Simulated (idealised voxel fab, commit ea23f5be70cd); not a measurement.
Module name: voxel spacer lines (process module)
Cross-section cut spans 195 nm and uses square cells 5 nm in size.
Cross-section layout: square cells on a grid; listed as bands, top to bottom; a band spans one or more cell rows. Basically the band line says how high the top is and how high the bottom is, in nm, and then what's in it from left to right, every material with its width in nm. Empty space shows up as "blank", and if a single material carries "full width" it runs the full band edge to edge. Height is counted from the level 0, under which the received wafer is composed throughout of one material. The lowest of the bands is not closed at the bottom but continues downward, in the notation "z 0 and below". Think of "30->40" as a width that walks from the first number to the second as you go down the band, top row to bottom row, taking equal-sized steps from row to row. "no modifications" after a step means that no cell of the cross-section changed. "closed voids" specifies each empty space that is not open to the top and that occupies no fewer than 8 cells, using the form width x height at distance, the distance measured from the left edge and all three quantities in nm. The remark found on a step's line after its settings is issued by the simulator itself and pertains to that step. overlay nm: for a step with a mask, the amount by which the mask lay right of where it was planned; a negative amount means left of it.

### The planned process steps are enumerated hereunder
1,RECEIVE | material Si
2,CONFORMAL_DEP | material SiO2 | thk nm 10
3,DIRECTIONAL_DEP | material TiN | thk nm 15
4,DIRECTIONAL_DEP | material aC | thk nm 30
5,PATTERN | tone cover | mask id MANDREL | material resist | width nm 20 | pitch nm 70 | thk nm 35 | overlay nm 0
6,DIRECTIONAL_ETCH | etch materials aC | depth nm 30
7,STRIP | etch materials resist
8,CONFORMAL_DEP | material SiN | thk nm 15
9,DIRECTIONAL_ETCH | etch materials SiN | depth nm 15
10,STRIP | etch materials aC
11,DIRECTIONAL_ETCH | etch materials TiN | depth nm 15
12,STRIP | etch materials SiN

### First of two wafers, with the run carried out as planned

### Wafer cross-section on receipt, i.e. after step 1
* z 0 and below | Si full width
* closed voids: none

### Wafer xsec, post step 2
* z 10 to 0 | SiO2 full width
* Below 0 it's all the same as before, nothing changed down there.

### Wafer xsec, post step 3
* z 25 to 10 | TiN full width
* Below 10 it's all the same as before, nothing changed down there.

### Wafer xsec, post step 4
* z 55 to 25 | aC full width
* Below 25 it's all the same as before, nothing changed down there.

### Wafer xsec, post step 5
* z 90 to 55 | blank=15 / resist=20 / blank=50 / resist=20 / blank=50 / resist=20 / blank=20
* Below 55 it's all the same as before, nothing changed down there.

### Wafer xsec, post step 6
* z 60 to 55 | blank=15 / resist=20 / blank=50 / resist=20 / blank=50 / resist=20 / blank=20
* z 55 to 25 | blank=15 / aC=20 / blank=50 / aC=20 / blank=50 / aC=20 / blank=20
* Below 25 it's all the same as before, nothing changed down there.

### Wafer xsec, post step 7
* z 55 to 25 | blank=15 / aC=20 / blank=50 / aC=20 / blank=50 / aC=20 / blank=20
* Below 25 it's all the same as before, nothing changed down there.

### Wafer xsec, post step 8
* z 70 to 55 | SiN=50 / blank=20 / SiN=50 / blank=20 / SiN=50 / blank=5
* z 55 to 40 | SiN=15 / aC=20 / SiN=15 / blank=20 / SiN=15 / aC=20 / SiN=15 / blank=20 / SiN=15 / aC=20 / SiN=15 / blank=5
* z 40 to 25 | SiN=15 / aC=20 / SiN=50 / aC=20 / SiN=50 / aC=20 / SiN=20
* Below 25 it's all the same as before, nothing changed down there.

### Wafer xsec, post step 9
* z 55 to 25 | SiN=15 / aC=20 / SiN=15 / blank=20 / SiN=15 / aC=20 / SiN=15 / blank=20 / SiN=15 / aC=20 / SiN=15 / blank=5
* Below 25 it's all the same as before, nothing changed down there.

### Wafer xsec, post step 10
* z 55 to 25 | SiN=15 / blank=20 / SiN=15 / blank=20 / SiN=15 / blank=20 / SiN=15 / blank=20 / SiN=15 / blank=20 / SiN=15 / blank=5
* Below 25 it's all the same as before, nothing changed down there.

### Wafer xsec, post step 11
* z 55 to 25 | SiN=15 / blank=20 / SiN=15 / blank=20 / SiN=15 / blank=20 / SiN=15 / blank=20 / SiN=15 / blank=20 / SiN=15 / blank=5
* z 25 to 10 | TiN=15 / blank=20 / TiN=15 / blank=20 / TiN=15 / blank=20 / TiN=15 / blank=20 / TiN=15 / blank=20 / TiN=15 / blank=5
* Below 10 it's all the same as before, nothing changed down there.

### Wafer xsec, post step 12
* z 25 to 10 | TiN=15 / blank=20 / TiN=15 / blank=20 / TiN=15 / blank=20 / TiN=15 / blank=20 / TiN=15 / blank=20 / TiN=15 / blank=5
* Below 10 it's all the same as before, nothing changed down there.

### Now the other wafer: same start, same recipe, but we messed up one thing when running it. Up to and including step 4 it's the same as the first one

### Second wafer, section view, time point: scheduled end of step 5
* z 90 to 55 | resist=15 / blank=20 / resist=50 / blank=20 / resist=50 / blank=20 / resist=20
* Below 55 it's all the same as before, nothing changed down there.

### Second wafer, section view, time point: scheduled end of step 6
* z 60 to 55 | resist=15 / blank=20 / resist=50 / blank=20 / resist=50 / blank=20 / resist=20
* z 55 to 25 | aC=15 / blank=20 / aC=50 / blank=20 / aC=50 / blank=20 / aC=20
* Below 25 it's all the same as before, nothing changed down there.

### Second wafer, section view, time point: scheduled end of step 7
* z 55 to 25 | aC=15 / blank=20 / aC=50 / blank=20 / aC=50 / blank=20 / aC=20
* Below 25 it's all the same as before, nothing changed down there.

### Second wafer, section view, time point: scheduled end of step 8
* z 70 to 55 | SiN full width
* z 55 to 25 | aC=15 / SiN=20 / aC=50 / SiN=20 / aC=50 / SiN=20 / aC=20
* Below 25 it's all the same as before, nothing changed down there.

### Second wafer, section view, time point: scheduled end of step 9
* z 55 to 25 | aC=15 / SiN=20 / aC=50 / SiN=20 / aC=50 / SiN=20 / aC=20
* Below 25 it's all the same as before, nothing changed down there.

### Second wafer, section view, time point: scheduled end of step 10
* z 55 to 25 | blank=15 / SiN=20 / blank=50 / SiN=20 / blank=50 / SiN=20 / blank=20
* Below 25 it's all the same as before, nothing changed down there.

### Second wafer, section view, time point: scheduled end of step 11
* z 55 to 25 | blank=15 / SiN=20 / blank=50 / SiN=20 / blank=50 / SiN=20 / blank=20
* z 25 to 10 | blank=15 / TiN=20 / blank=50 / TiN=20 / blank=50 / TiN=20 / blank=20
* Below 10 it's all the same as before, nothing changed down there.

### Second wafer, section view, time point: scheduled end of step 12
* z 25 to 10 | blank=15 / TiN=20 / blank=50 / TiN=20 / blank=50 / TiN=20 / blank=20
* Below 10 it's all the same as before, nothing changed down there.
So what did we get wrong on this run? note that step 5 departed from the planned setting and was carried out as PATTERN | tone open | mask id MANDREL | material resist | width nm 20 | pitch nm 70 | thk nm 35 | overlay nm 0
Upon completion, the second wafer contains, in terms of cells, a greater or smaller amount of certain materials than the first wafer: TiN -18
